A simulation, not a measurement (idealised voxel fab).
process module | voxel self aligned vias
cross-section cut | 175 nm wide | cells 5 nm
A cross-section is a grid of square cells, given in bands from the top down. A band is one or more rows of cells.
Each band's line starts with the height of the band's top and of its bottom, in nm. Then come its materials from left to right, each with its width in nm. One material with "throughout" fills the band from edge to edge. "air" is empty space.
Height 0 is the level under which the wafer as received is all one material. The lowest band goes on downwards, as in "0 down".
A width such as "30 to 40" changes by the same amount from each row of cells to the next, from the band's top row to its bottom row.
"no change" after a step means that no cell of the cross-section changed.
closed voids: empty space of 8 cells or more with no open way to the top, each as width x height at its distance from the left edge, in nm
after a step's settings: what the simulator itself notes on the step
overlay nm, on a step with a mask: how far to the right of its planned place the mask lay; to the left if negative
plan
1 op RECEIVE | material Si
2 op CONFORMAL_DEP | material SiO2 | thk nm 10
3 op CONFORMAL_DEP | material SiCN | thk nm 5
4 op DIRECTIONAL_DEP | material SiO2 | thk nm 25
5 op PATTERN | tone open | mask id LINES | material resist | width nm 30 | pitch nm 65 | thk nm 20 | overlay nm 0
6 op DIRECTIONAL_ETCH | etch materials SiO2 | depth nm 25
7 op STRIP | etch materials resist
8 op CONFORMAL_DEP | material TiN | thk nm 5
9 op FILL_DEP | material W | thk nm 10
10 op CMP | height nm 40
11 op SELECTIVE_ETCH | etch materials W Ru TiN | depth nm 10
12 op FILL_DEP | material SiN | thk nm 10
13 op CMP | height nm 40
14 op DIRECTIONAL_DEP | material SiO2 | thk nm 15
15 op DIRECTIONAL_DEP | material aC | thk nm 10
16 op PATTERN | tone open | mask id VIAS | material resist | width nm 50 | thk nm 25 | overlay nm 0
17 op DIRECTIONAL_ETCH | etch materials aC | depth nm 10
18 op STRIP | etch materials resist
19 op DIRECTIONAL_ETCH | etch materials SiO2 | depth nm 15
20 op DIRECTIONAL_ETCH | etch materials SiN | depth nm 10
21 op STRIP | etch materials aC
22 op CONFORMAL_DEP | material TiN | thk nm 5
23 op FILL_DEP | material Ru | thk nm 10
24 op CMP | height nm 55
25 op CONFORMAL_DEP | material SiN | thk nm 5
as received, after step 1
  0 down: Si throughout
  closed voids: none
first wafer at the end, as planned
  60 to 55: SiN throughout
  55 to 45: SiO2 30 | TiN 5 | Ru 40 | TiN 5 | SiO2 95
  45 to 40: SiO2 30 | TiN 15 | Ru 20 | TiN 15 | SiO2 95
  40 to 35: SiO2 40 | TiN 5 | Ru 20 | TiN 5 | SiO2 35 | SiN 30 | SiO2 40
  35 to 30: SiO2 40 | TiN 30 | SiO2 35 | SiN 30 | SiO2 40
  30 to 20: SiO2 40 | TiN 5 | W 20 | TiN 5 | SiO2 35 | TiN 5 | W 20 | TiN 5 | SiO2 40
  20 to 15: SiO2 40 | TiN 30 | SiO2 35 | TiN 30 | SiO2 40
  15 to 10: SiCN throughout
  10 to 0: SiO2 throughout
  0 down: Si throughout
  closed voids: none
second wafer at the end: like start, like plan, one mistake
  60 to 55: SiN throughout
  55 to 50: Ru throughout
  50 to 45: TiN 35 | Ru 40 | TiN 100
  45 to 40: SiO2 30 | TiN 5 | Ru 40 | TiN 5 | SiO2 95
  40 to 35: SiO2 30 | TiN 5 | Ru 40 | TiN 5 | SiO2 25 | SiN 30 | SiO2 40
  35 to 30: SiO2 30 | TiN 50 | SiO2 25 | SiN 30 | SiO2 40
  30 to 20: SiO2 40 | TiN 5 | W 20 | TiN 5 | SiO2 35 | TiN 5 | W 20 | TiN 5 | SiO2 40
  20 to 15: SiO2 40 | TiN 30 | SiO2 35 | TiN 30 | SiO2 40
  15 to 10: SiCN throughout
  10 to 0: SiO2 throughout
  0 down: Si throughout
  closed voids: none
what went wrong: step 14 ran as: op DIRECTIONAL_DEP | material SiO2 | thk nm 5
at the end the second wafer has, in cells: 35 more of Ru | 58 fewer of SiO2 | 23 more of TiN
